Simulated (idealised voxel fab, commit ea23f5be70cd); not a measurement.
Process module name: voxel wiring stack
215 nm wide, 5 nm square cells: that's cross-section cut.
Heads up, the way a cross-section reads in here is a grid of square cells, handed over as bands from the top down, with every band being one or more rows of cells. Top, bottom (nm), then materials left to right with widths (nm); lone material tagged "throughout" fills the whole band edge to edge; "blank" = empty space. Heights are expressed relative to 0, this being the level below which the as-received wafer comprises one material exclusively. The lowest band is unbounded in the downward direction and is denoted as in "0 and below". A width such as "30 to 40" changes by the same amount from each row of cells to the next, from the band's top row to its bottom row. "no change", as given for a step, is the statement that not any cell of the cross-section underwent a change during that step. Enclosed void inventory: empty space of 8 cells or more with no open way to the top, each as width x height at its distance from the left edge, in nm. That trailing text on a step's line, after the settings, is the simulator's own remark on the step. overlay nm, on a step with a mask: how far to the right of its planned place the mask lay; to the left if negative.

[Process steps - plan]
step 1: RECEIVE (material Si)
step 2: CONFORMAL_DEP (material SiO2; thk nm 10)
step 3: CONFORMAL_DEP (material SiN; thk nm 5)
step 4: DIRECTIONAL_DEP (material SiO2; thk nm 25)
step 5: DIRECTIONAL_DEP (material aC; thk nm 15)
step 6: PATTERN (tone open; mask id METAL_1; material resist; width nm 30; pitch nm 50; thk nm 30; overlay nm 0)
step 7: DIRECTIONAL_ETCH (etch materials aC; depth nm 15)
step 8: STRIP (etch materials resist)
step 9: DIRECTIONAL_ETCH (etch materials SiO2; depth nm 25)
step 10: DIRECTIONAL_ETCH (etch materials SiN; depth nm 5)
step 11: STRIP (etch materials aC)
step 12: CONFORMAL_DEP (material TiN; thk nm 5)
step 13: FILL_DEP (material Cu; thk nm 5)
step 14: CMP (height nm 40)
step 15: CONFORMAL_DEP (material SiCN; thk nm 5)
step 16: DIRECTIONAL_DEP (material SiO2; thk nm 35)
step 17: DIRECTIONAL_DEP (material aC; thk nm 15)
step 18: PATTERN (tone open; mask id METAL_2; material resist; width nm 30; pitch nm 50; thk nm 35; overlay nm 0)
step 19: DIRECTIONAL_ETCH (etch materials aC; depth nm 15)
step 20: STRIP (etch materials resist)
step 21: DIRECTIONAL_ETCH (etch materials SiO2; depth nm 20)
step 22: STRIP (etch materials aC)
step 23: MASKED_ETCH (tone open; mask id METAL_2_HOLES; width nm 15; pitch nm 100; etch materials SiO2; depth nm 15; overlay nm 0)
step 24: MASKED_ETCH (tone open; mask id METAL_2_HOLES; width nm 15; pitch nm 100; etch materials SiCN; depth nm 5; overlay nm 0)
step 25: CONFORMAL_DEP (material TiN; thk nm 5)
step 26: FILL_DEP (material Cu; thk nm 5)
step 27: CMP (height nm 80)
step 28: CONFORMAL_DEP (material SiCN; thk nm 5)
step 29: DIRECTIONAL_DEP (material SiO2; thk nm 15)
step 30: MASKED_ETCH (tone open; mask id PLUG_2; width nm 15; pitch nm 50; etch materials SiO2; depth nm 15; overlay nm 0)
step 31: MASKED_ETCH (tone open; mask id PLUG_2; width nm 15; pitch nm 50; etch materials SiCN; depth nm 5; overlay nm 0)
step 32: CONFORMAL_DEP (material TiN; thk nm 5)
step 33: FILL_DEP (material Ru; thk nm 10)
step 34: CMP (height nm 100)
step 35: CONFORMAL_DEP (material SiCN; thk nm 5)
step 36: DIRECTIONAL_DEP (material SiO2; thk nm 20)
step 37: DIRECTIONAL_DEP (material aC; thk nm 15)
step 38: PATTERN (tone open; mask id METAL_3; material resist; width nm 30; pitch nm 50; thk nm 35; overlay nm 0)
step 39: DIRECTIONAL_ETCH (etch materials aC; depth nm 15)
step 40: STRIP (etch materials resist)
step 41: DIRECTIONAL_ETCH (etch materials SiO2; depth nm 20)
step 42: DIRECTIONAL_ETCH (etch materials SiCN; depth nm 5)
step 43: STRIP (etch materials aC)
step 44: CONFORMAL_DEP (material TiN; thk nm 5)
step 45: FILL_DEP (material Cu; thk nm 5)
step 46: CMP (height nm 125)
step 47: CONFORMAL_DEP (material SiCN; thk nm 5)
step 48: DIRECTIONAL_DEP (material lowk; thk nm 10)
step 49: PATTERN (tone open; mask id PLUG_3; material resist; width nm 15; pitch nm 50; thk nm 15; overlay nm 0)
step 50: DIRECTIONAL_ETCH (etch materials lowk; depth nm 10)
step 51: DIRECTIONAL_ETCH (etch materials SiCN; depth nm 5)
step 52: STRIP (etch materials resist)
step 53: CONFORMAL_DEP (material TiN; thk nm 5)
step 54: FILL_DEP (material Ru; thk nm 10)
step 55: CMP (height nm 140)
step 56: DIRECTIONAL_DEP (material TiN; thk nm 5)
step 57: DIRECTIONAL_DEP (material W; thk nm 20)
step 58: DIRECTIONAL_DEP (material aC; thk nm 10)
step 59: PATTERN (tone cover; mask id METAL_4; material resist; width nm 30; pitch nm 50; thk nm 25; overlay nm 0)
step 60: DIRECTIONAL_ETCH (etch materials aC; depth nm 10)
step 61: STRIP (etch materials resist)
step 62: DIRECTIONAL_ETCH (etch materials W; depth nm 20)
step 63: DIRECTIONAL_ETCH (etch materials TiN; depth nm 5)
step 64: STRIP (etch materials aC)
step 65: CONFORMAL_DEP (material SiCN; thk nm 5)
step 66: FILL_DEP (material SiO2; thk nm 10)
step 67: CMP (height nm 165)
step 68: CONFORMAL_DEP (material SiN; thk nm 5)

[The first wafer of two, processed as planned]

[This is the cross-section of the wafer as we received it, i.e. after step 1]
    0 and below | Si throughout
    Enclosed void inventory: none

[Step 2 done - wafer cross-section]
    10 down to 0 | SiO2 throughout
    Below 0 it's all the same as before, nothing changed down there.

[Step 3 done - wafer cross-section]
    15 down to 10 | SiN throughout
    Below 10 it's all the same as before, nothing changed down there.

[Step 4 done - wafer cross-section]
    40 down to 15 | SiO2 throughout
    Below 15 it's all the same as before, nothing changed down there.

[Step 5 done - wafer cross-section]
    55 down to 40 | aC throughout
    Below 40 it's all the same as before, nothing changed down there.

[Step 6 done - wafer cross-section]
    85 down to 55 | 15 resist | 30 blank | 20 resist | 30 blank | 20 resist | 30 blank | 20 resist | 30 blank | 20 resist
    Below 55 it's all the same as before, nothing changed down there.

[Step 7 done - wafer cross-section]
    70 down to 55 | 15 resist | 30 blank | 20 resist | 30 blank | 20 resist | 30 blank | 20 resist | 30 blank | 20 resist
    55 down to 40 | 15 aC | 30 blank | 20 aC | 30 blank | 20 aC | 30 blank | 20 aC | 30 blank | 20 aC
    Below 40 it's all the same as before, nothing changed down there.

[Step 8 done - wafer cross-section]
    55 down to 40 | 15 aC | 30 blank | 20 aC | 30 blank | 20 aC | 30 blank | 20 aC | 30 blank | 20 aC
    Below 40 it's all the same as before, nothing changed down there.

[Step 9 done - wafer cross-section]
    55 down to 40 | 15 aC | 30 blank | 20 aC | 30 blank | 20 aC | 30 blank | 20 aC | 30 blank | 20 aC
    40 down to 15 | 15 SiO2 | 30 blank | 20 SiO2 | 30 blank | 20 SiO2 | 30 blank | 20 SiO2 | 30 blank | 20 SiO2
    Below 15 it's all the same as before, nothing changed down there.

[Step 10 done - wafer cross-section]
    55 down to 40 | 15 aC | 30 blank | 20 aC | 30 blank | 20 aC | 30 blank | 20 aC | 30 blank | 20 aC
    40 down to 15 | 15 SiO2 | 30 blank | 20 SiO2 | 30 blank | 20 SiO2 | 30 blank | 20 SiO2 | 30 blank | 20 SiO2
    15 down to 10 | 15 SiN | 30 blank | 20 SiN | 30 blank | 20 SiN | 30 blank | 20 SiN | 30 blank | 20 SiN
    Below 10 it's all the same as before, nothing changed down there.

[Step 11 done - wafer cross-section]
    40 down to 15 | 15 SiO2 | 30 blank | 20 SiO2 | 30 blank | 20 SiO2 | 30 blank | 20 SiO2 | 30 blank | 20 SiO2
    Below 15 it's all the same as before, nothing changed down there.

[Step 12 done - wafer cross-section]
    45 down to 40 | 20 TiN | 20 blank | 30 TiN | 20 blank | 30 TiN | 20 blank | 30 TiN | 20 blank | 25 TiN
    40 down to 15 | 15 SiO2 | 5 TiN | 20 blank | 5 TiN | 20 SiO2 | 5 TiN | 20 blank | 5 TiN | 20 SiO2 | 5 TiN | 20 blank | 5 TiN | 20 SiO2 | 5 TiN | 20 blank | 5 TiN | 20 SiO2
    15 down to 10 | 15 SiN | 30 TiN | 20 SiN | 30 TiN | 20 SiN | 30 TiN | 20 SiN | 30 TiN | 20 SiN
    Below 10 it's all the same as before, nothing changed down there.

[Step 13 done - wafer cross-section]
    50 down to 45 | Cu throughout
    45 down to 40 | 20 TiN | 20 Cu | 30 TiN | 20 Cu | 30 TiN | 20 Cu | 30 TiN | 20 Cu | 25 TiN
    40 down to 15 | 15 SiO2 | 5 TiN | 20 Cu | 5 TiN | 20 SiO2 | 5 TiN | 20 Cu | 5 TiN | 20 SiO2 | 5 TiN | 20 Cu | 5 TiN | 20 SiO2 | 5 TiN | 20 Cu | 5 TiN | 20 SiO2
    Below 15 it's all the same as before, nothing changed down there.

[Step 14 done - wafer cross-section]
    40 down to 15 | 15 SiO2 | 5 TiN | 20 Cu | 5 TiN | 20 SiO2 | 5 TiN | 20 Cu | 5 TiN | 20 SiO2 | 5 TiN | 20 Cu | 5 TiN | 20 SiO2 | 5 TiN | 20 Cu | 5 TiN | 20 SiO2
    Below 15 it's all the same as before, nothing changed down there.

[Step 15 done - wafer cross-section]
    45 down to 40 | SiCN throughout
    Below 40 it's all the same as before, nothing changed down there.

[Step 16 done - wafer cross-section]
    80 down to 45 | SiO2 throughout
    Below 45 it's all the same as before, nothing changed down there.

[Step 17 done - wafer cross-section]
    95 down to 80 | aC throughout
    Below 80 it's all the same as before, nothing changed down there.

[Step 18 done - wafer cross-section]
    130 down to 95 | 15 resist | 30 blank | 20 resist | 30 blank | 20 resist | 30 blank | 20 resist | 30 blank | 20 resist
    Below 95 it's all the same as before, nothing changed down there.

[Step 19 done - wafer cross-section]
    115 down to 95 | 15 resist | 30 blank | 20 resist | 30 blank | 20 resist | 30 blank | 20 resist | 30 blank | 20 resist
    95 down to 80 | 15 aC | 30 blank | 20 aC | 30 blank | 20 aC | 30 blank | 20 aC | 30 blank | 20 aC
    Below 80 it's all the same as before, nothing changed down there.

[Step 20 done - wafer cross-section]
    95 down to 80 | 15 aC | 30 blank | 20 aC | 30 blank | 20 aC | 30 blank | 20 aC | 30 blank | 20 aC
    Below 80 it's all the same as before, nothing changed down there.

[Step 21 done - wafer cross-section]
    95 down to 80 | 15 aC | 30 blank | 20 aC | 30 blank | 20 aC | 30 blank | 20 aC | 30 blank | 20 aC
    80 down to 60 | 15 SiO2 | 30 blank | 20 SiO2 | 30 blank | 20 SiO2 | 30 blank | 20 SiO2 | 30 blank | 20 SiO2
    Below 60 it's all the same as before, nothing changed down there.

[Step 22 done - wafer cross-section]
    80 down to 60 | 15 SiO2 | 30 blank | 20 SiO2 | 30 blank | 20 SiO2 | 30 blank | 20 SiO2 | 30 blank | 20 SiO2
    Below 60 it's all the same as before, nothing changed down there.

[Step 23 done - wafer cross-section]
    80 down to 60 | 15 SiO2 | 30 blank | 20 SiO2 | 30 blank | 20 SiO2 | 30 blank | 20 SiO2 | 30 blank | 20 SiO2
    60 down to 45 | 15 SiO2 | 15 blank | 85 SiO2 | 15 blank | 85 SiO2
    Below 45 it's all the same as before, nothing changed down there.

[Step 24 done - wafer cross-section]
    80 down to 60 | 15 SiO2 | 30 blank | 20 SiO2 | 30 blank | 20 SiO2 | 30 blank | 20 SiO2 | 30 blank | 20 SiO2
    60 down to 45 | 15 SiO2 | 15 blank | 85 SiO2 | 15 blank | 85 SiO2
    45 down to 40 | 15 SiCN | 15 blank | 85 SiCN | 15 blank | 85 SiCN
    Below 40 it's all the same as before, nothing changed down there.

[Step 25 done - wafer cross-section]
    85 down to 80 | 20 TiN | 20 blank | 30 TiN | 20 blank | 30 TiN | 20 blank | 30 TiN | 20 blank | 25 TiN
    80 down to 65 | 15 SiO2 | 5 TiN | 20 blank | 5 TiN | 20 SiO2 | 5 TiN | 20 blank | 5 TiN | 20 SiO2 | 5 TiN | 20 blank | 5 TiN | 20 SiO2 | 5 TiN | 20 blank | 5 TiN | 20 SiO2
    65 down to 60 | 15 SiO2 | 5 TiN | 5 blank | 20 TiN | 20 SiO2 | 30 TiN | 20 SiO2 | 5 TiN | 5 blank | 20 TiN | 20 SiO2 | 30 TiN | 20 SiO2
    60 down to 45 | 15 SiO2 | 5 TiN | 5 blank | 5 TiN | 85 SiO2 | 5 TiN | 5 blank | 5 TiN | 85 SiO2
    45 down to 40 | 15 SiCN | 15 TiN | 85 SiCN | 15 TiN | 85 SiCN
    Below 40 it's all the same as before, nothing changed down there.

[Step 26 done - wafer cross-section]
    90 down to 85 | Cu throughout
    85 down to 80 | 20 TiN | 20 Cu | 30 TiN | 20 Cu | 30 TiN | 20 Cu | 30 TiN | 20 Cu | 25 TiN
    80 down to 65 | 15 SiO2 | 5 TiN | 20 Cu | 5 TiN | 20 SiO2 | 5 TiN | 20 Cu | 5 TiN | 20 SiO2 | 5 TiN | 20 Cu | 5 TiN | 20 SiO2 | 5 TiN | 20 Cu | 5 TiN | 20 SiO2
    65 down to 60 | 15 SiO2 | 5 TiN | 5 Cu | 20 TiN | 20 SiO2 | 30 TiN | 20 SiO2 | 5 TiN | 5 Cu | 20 TiN | 20 SiO2 | 30 TiN | 20 SiO2
    60 down to 45 | 15 SiO2 | 5 TiN | 5 Cu | 5 TiN | 85 SiO2 | 5 TiN | 5 Cu | 5 TiN | 85 SiO2
    Below 45 it's all the same as before, nothing changed down there.

[Step 27 done - wafer cross-section]
    80 down to 65 | 15 SiO2 | 5 TiN | 20 Cu | 5 TiN | 20 SiO2 | 5 TiN | 20 Cu | 5 TiN | 20 SiO2 | 5 TiN | 20 Cu | 5 TiN | 20 SiO2 | 5 TiN | 20 Cu | 5 TiN | 20 SiO2
    Below 65 it's all the same as before, nothing changed down there.

[Step 28 done - wafer cross-section]
    85 down to 80 | SiCN throughout
    Below 80 it's all the same as before, nothing changed down there.

[Step 29 done - wafer cross-section]
    100 down to 85 | SiO2 throughout
    Below 85 it's all the same as before, nothing changed down there.

[Step 30 done - wafer cross-section]
    100 down to 85 | 15 SiO2 | 15 blank | 35 SiO2 | 15 blank | 35 SiO2 | 15 blank | 35 SiO2 | 15 blank | 35 SiO2
    Below 85 it's all the same as before, nothing changed down there.

[Step 31 done - wafer cross-section]
    100 down to 85 | 15 SiO2 | 15 blank | 35 SiO2 | 15 blank | 35 SiO2 | 15 blank | 35 SiO2 | 15 blank | 35 SiO2
    85 down to 80 | 15 SiCN | 15 blank | 35 SiCN | 15 blank | 35 SiCN | 15 blank | 35 SiCN | 15 blank | 35 SiCN
    Below 80 it's all the same as before, nothing changed down there.

[Step 32 done - wafer cross-section]
    105 down to 100 | 20 TiN | 5 blank | 45 TiN | 5 blank | 45 TiN | 5 blank | 45 TiN | 5 blank | 40 TiN
    100 down to 85 | 15 SiO2 | 5 TiN | 5 blank | 5 TiN | 35 SiO2 | 5 TiN | 5 blank | 5 TiN | 35 SiO2 | 5 TiN | 5 blank | 5 TiN | 35 SiO2 | 5 TiN | 5 blank | 5 TiN | 35 SiO2
    85 down to 80 | 15 SiCN | 15 TiN | 35 SiCN | 15 TiN | 35 SiCN | 15 TiN | 35 SiCN | 15 TiN | 35 SiCN
    Below 80 it's all the same as before, nothing changed down there.

[Step 33 done - wafer cross-section]
    115 down to 105 | Ru throughout
    105 down to 100 | 20 TiN | 5 Ru | 45 TiN | 5 Ru | 45 TiN | 5 Ru | 45 TiN | 5 Ru | 40 TiN
    100 down to 85 | 15 SiO2 | 5 TiN | 5 Ru | 5 TiN | 35 SiO2 | 5 TiN | 5 Ru | 5 TiN | 35 SiO2 | 5 TiN | 5 Ru | 5 TiN | 35 SiO2 | 5 TiN | 5 Ru | 5 TiN | 35 SiO2
    Below 85 it's all the same as before, nothing changed down there.

[Step 34 done - wafer cross-section]
    100 down to 85 | 15 SiO2 | 5 TiN | 5 Ru | 5 TiN | 35 SiO2 | 5 TiN | 5 Ru | 5 TiN | 35 SiO2 | 5 TiN | 5 Ru | 5 TiN | 35 SiO2 | 5 TiN | 5 Ru | 5 TiN | 35 SiO2
    Below 85 it's all the same as before, nothing changed down there.

[Step 35 done - wafer cross-section]
    105 down to 100 | SiCN throughout
    Below 100 it's all the same as before, nothing changed down there.

[Step 36 done - wafer cross-section]
    125 down to 105 | SiO2 throughout
    Below 105 it's all the same as before, nothing changed down there.

[Step 37 done - wafer cross-section]
    140 down to 125 | aC throughout
    Below 125 it's all the same as before, nothing changed down there.

[Step 38 done - wafer cross-section]
    175 down to 140 | 15 resist | 30 blank | 20 resist | 30 blank | 20 resist | 30 blank | 20 resist | 30 blank | 20 resist
    Below 140 it's all the same as before, nothing changed down there.

[Step 39 done - wafer cross-section]
    160 down to 140 | 15 resist | 30 blank | 20 resist | 30 blank | 20 resist | 30 blank | 20 resist | 30 blank | 20 resist
    140 down to 125 | 15 aC | 30 blank | 20 aC | 30 blank | 20 aC | 30 blank | 20 aC | 30 blank | 20 aC
    Below 125 it's all the same as before, nothing changed down there.

[Step 40 done - wafer cross-section]
    140 down to 125 | 15 aC | 30 blank | 20 aC | 30 blank | 20 aC | 30 blank | 20 aC | 30 blank | 20 aC
    Below 125 it's all the same as before, nothing changed down there.

[Step 41 done - wafer cross-section]
    140 down to 125 | 15 aC | 30 blank | 20 aC | 30 blank | 20 aC | 30 blank | 20 aC | 30 blank | 20 aC
    125 down to 105 | 15 SiO2 | 30 blank | 20 SiO2 | 30 blank | 20 SiO2 | 30 blank | 20 SiO2 | 30 blank | 20 SiO2
    Below 105 it's all the same as before, nothing changed down there.

[Step 42 done - wafer cross-section]
    140 down to 125 | 15 aC | 30 blank | 20 aC | 30 blank | 20 aC | 30 blank | 20 aC | 30 blank | 20 aC
    125 down to 105 | 15 SiO2 | 30 blank | 20 SiO2 | 30 blank | 20 SiO2 | 30 blank | 20 SiO2 | 30 blank | 20 SiO2
    105 down to 100 | 15 SiCN | 30 blank | 20 SiCN | 30 blank | 20 SiCN | 30 blank | 20 SiCN | 30 blank | 20 SiCN
    Below 100 it's all the same as before, nothing changed down there.

[Step 43 done - wafer cross-section]
    125 down to 105 | 15 SiO2 | 30 blank | 20 SiO2 | 30 blank | 20 SiO2 | 30 blank | 20 SiO2 | 30 blank | 20 SiO2
    Below 105 it's all the same as before, nothing changed down there.

[Step 44 done - wafer cross-section]
    130 down to 125 | 20 TiN | 20 blank | 30 TiN | 20 blank | 30 TiN | 20 blank | 30 TiN | 20 blank | 25 TiN
    125 down to 105 | 15 SiO2 | 5 TiN | 20 blank | 5 TiN | 20 SiO2 | 5 TiN | 20 blank | 5 TiN | 20 SiO2 | 5 TiN | 20 blank | 5 TiN | 20 SiO2 | 5 TiN | 20 blank | 5 TiN | 20 SiO2
    105 down to 100 | 15 SiCN | 30 TiN | 20 SiCN | 30 TiN | 20 SiCN | 30 TiN | 20 SiCN | 30 TiN | 20 SiCN
    Below 100 it's all the same as before, nothing changed down there.

[Step 45 done - wafer cross-section]
    135 down to 130 | Cu throughout
    130 down to 125 | 20 TiN | 20 Cu | 30 TiN | 20 Cu | 30 TiN | 20 Cu | 30 TiN | 20 Cu | 25 TiN
    125 down to 105 | 15 SiO2 | 5 TiN | 20 Cu | 5 TiN | 20 SiO2 | 5 TiN | 20 Cu | 5 TiN | 20 SiO2 | 5 TiN | 20 Cu | 5 TiN | 20 SiO2 | 5 TiN | 20 Cu | 5 TiN | 20 SiO2
    Below 105 it's all the same as before, nothing changed down there.

[Step 46 done - wafer cross-section]
    125 down to 105 | 15 SiO2 | 5 TiN | 20 Cu | 5 TiN | 20 SiO2 | 5 TiN | 20 Cu | 5 TiN | 20 SiO2 | 5 TiN | 20 Cu | 5 TiN | 20 SiO2 | 5 TiN | 20 Cu | 5 TiN | 20 SiO2
    Below 105 it's all the same as before, nothing changed down there.

[Step 47 done - wafer cross-section]
    130 down to 125 | SiCN throughout
    Below 125 it's all the same as before, nothing changed down there.

[Step 48 done - wafer cross-section]
    140 down to 130 | lowk throughout
    Below 130 it's all the same as before, nothing changed down there.

[Step 49 done - wafer cross-section]
    155 down to 140 | 15 resist | 15 blank | 35 resist | 15 blank | 35 resist | 15 blank | 35 resist | 15 blank | 35 resist
    Below 140 it's all the same as before, nothing changed down there.

[Step 50 done - wafer cross-section]
    155 down to 140 | 15 resist | 15 blank | 35 resist | 15 blank | 35 resist | 15 blank | 35 resist | 15 blank | 35 resist
    140 down to 130 | 15 lowk | 15 blank | 35 lowk | 15 blank | 35 lowk | 15 blank | 35 lowk | 15 blank | 35 lowk
    Below 130 it's all the same as before, nothing changed down there.

[Step 51 done - wafer cross-section]
    155 down to 140 | 15 resist | 15 blank | 35 resist | 15 blank | 35 resist | 15 blank | 35 resist | 15 blank | 35 resist
    140 down to 130 | 15 lowk | 15 blank | 35 lowk | 15 blank | 35 lowk | 15 blank | 35 lowk | 15 blank | 35 lowk
    130 down to 125 | 15 SiCN | 15 blank | 35 SiCN | 15 blank | 35 SiCN | 15 blank | 35 SiCN | 15 blank | 35 SiCN
    Below 125 it's all the same as before, nothing changed down there.

[Step 52 done - wafer cross-section]
    140 down to 130 | 15 lowk | 15 blank | 35 lowk | 15 blank | 35 lowk | 15 blank | 35 lowk | 15 blank | 35 lowk
    Below 130 it's all the same as before, nothing changed down there.

[Step 53 done - wafer cross-section]
    145 down to 140 | 20 TiN | 5 blank | 45 TiN | 5 blank | 45 TiN | 5 blank | 45 TiN | 5 blank | 40 TiN
    140 down to 130 | 15 lowk | 5 TiN | 5 blank | 5 TiN | 35 lowk | 5 TiN | 5 blank | 5 TiN | 35 lowk | 5 TiN | 5 blank | 5 TiN | 35 lowk | 5 TiN | 5 blank | 5 TiN | 35 lowk
    130 down to 125 | 15 SiCN | 15 TiN | 35 SiCN | 15 TiN | 35 SiCN | 15 TiN | 35 SiCN | 15 TiN | 35 SiCN
    Below 125 it's all the same as before, nothing changed down there.

[Step 54 done - wafer cross-section]
    155 down to 145 | Ru throughout
    145 down to 140 | 20 TiN | 5 Ru | 45 TiN | 5 Ru | 45 TiN | 5 Ru | 45 TiN | 5 Ru | 40 TiN
    140 down to 130 | 15 lowk | 5 TiN | 5 Ru | 5 TiN | 35 lowk | 5 TiN | 5 Ru | 5 TiN | 35 lowk | 5 TiN | 5 Ru | 5 TiN | 35 lowk | 5 TiN | 5 Ru | 5 TiN | 35 lowk
    Below 130 it's all the same as before, nothing changed down there.

[Step 55 done - wafer cross-section]
    140 down to 130 | 15 lowk | 5 TiN | 5 Ru | 5 TiN | 35 lowk | 5 TiN | 5 Ru | 5 TiN | 35 lowk | 5 TiN | 5 Ru | 5 TiN | 35 lowk | 5 TiN | 5 Ru | 5 TiN | 35 lowk
    Below 130 it's all the same as before, nothing changed down there.

[Step 56 done - wafer cross-section]
    145 down to 140 | TiN throughout
    Below 140 it's all the same as before, nothing changed down there.

[Step 57 done - wafer cross-section]
    165 down to 145 | W throughout
    Below 145 it's all the same as before, nothing changed down there.

[Step 58 done - wafer cross-section]
    175 down to 165 | aC throughout
    Below 165 it's all the same as before, nothing changed down there.

[Step 59 done - wafer cross-section]
    200 down to 175 | 15 blank | 30 resist | 20 blank | 30 resist | 20 blank | 30 resist | 20 blank | 30 resist | 20 blank
    Below 175 it's all the same as before, nothing changed down there.

[Step 60 done - wafer cross-section]
    190 down to 175 | 15 blank | 30 resist | 20 blank | 30 resist | 20 blank | 30 resist | 20 blank | 30 resist | 20 blank
    175 down to 165 | 15 blank | 30 aC | 20 blank | 30 aC | 20 blank | 30 aC | 20 blank | 30 aC | 20 blank
    Below 165 it's all the same as before, nothing changed down there.

[Step 61 done - wafer cross-section]
    175 down to 165 | 15 blank | 30 aC | 20 blank | 30 aC | 20 blank | 30 aC | 20 blank | 30 aC | 20 blank
    Below 165 it's all the same as before, nothing changed down there.

[Step 62 done - wafer cross-section]
    175 down to 165 | 15 blank | 30 aC | 20 blank | 30 aC | 20 blank | 30 aC | 20 blank | 30 aC | 20 blank
    165 down to 145 | 15 blank | 30 W | 20 blank | 30 W | 20 blank | 30 W | 20 blank | 30 W | 20 blank
    Below 145 it's all the same as before, nothing changed down there.

[Step 63 done - wafer cross-section]
    175 down to 165 | 15 blank | 30 aC | 20 blank | 30 aC | 20 blank | 30 aC | 20 blank | 30 aC | 20 blank
    165 down to 145 | 15 blank | 30 W | 20 blank | 30 W | 20 blank | 30 W | 20 blank | 30 W | 20 blank
    145 down to 140 | 15 blank | 30 TiN | 20 blank | 30 TiN | 20 blank | 30 TiN | 20 blank | 30 TiN | 20 blank
    Below 140 it's all the same as before, nothing changed down there.

[Step 64 done - wafer cross-section]
    165 down to 145 | 15 blank | 30 W | 20 blank | 30 W | 20 blank | 30 W | 20 blank | 30 W | 20 blank
    Below 145 it's all the same as before, nothing changed down there.

[Step 65 done - wafer cross-section]
    170 down to 165 | 10 blank | 40 SiCN | 10 blank | 40 SiCN | 10 blank | 40 SiCN | 10 blank | 40 SiCN | 15 blank
    165 down to 145 | 10 blank | 5 SiCN | 30 W | 5 SiCN | 10 blank | 5 SiCN | 30 W | 5 SiCN | 10 blank | 5 SiCN | 30 W | 5 SiCN | 10 blank | 5 SiCN | 30 W | 5 SiCN | 15 blank
    145 down to 140 | 15 SiCN | 30 TiN | 20 SiCN | 30 TiN | 20 SiCN | 30 TiN | 20 SiCN | 30 TiN | 20 SiCN
    Below 140 it's all the same as before, nothing changed down there.

[Step 66 done - wafer cross-section]
    180 down to 170 | SiO2 throughout
    170 down to 165 | 10 SiO2 | 40 SiCN | 10 SiO2 | 40 SiCN | 10 SiO2 | 40 SiCN | 10 SiO2 | 40 SiCN | 15 SiO2
    165 down to 145 | 10 SiO2 | 5 SiCN | 30 W | 5 SiCN | 10 SiO2 | 5 SiCN | 30 W | 5 SiCN | 10 SiO2 | 5 SiCN | 30 W | 5 SiCN | 10 SiO2 | 5 SiCN | 30 W | 5 SiCN | 15 SiO2
    Below 145 it's all the same as before, nothing changed down there.

[Step 67 done - wafer cross-section]
    165 down to 145 | 10 SiO2 | 5 SiCN | 30 W | 5 SiCN | 10 SiO2 | 5 SiCN | 30 W | 5 SiCN | 10 SiO2 | 5 SiCN | 30 W | 5 SiCN | 10 SiO2 | 5 SiCN | 30 W | 5 SiCN | 15 SiO2
    Below 145 it's all the same as before, nothing changed down there.

[Step 68 done - wafer cross-section]
    170 down to 165 | SiN throughout
    Below 165 it's all the same as before, nothing changed down there.

[Second wafer: same start and same plan as the first, one execution error; identical to the first through step 66]

Second wafer, cut view, end of step 67 per plan: no change

[Second wafer, cut view, end of step 68 per plan]
    185 down to 180 | SiN throughout
    Below 180 it's all the same as before, nothing changed down there.
So what did we get wrong on this run? step 67 was left out
Heads up, by the end the second wafer has more or fewer cells of some materials compared to the first: SiCN +32 | SiO2 +97
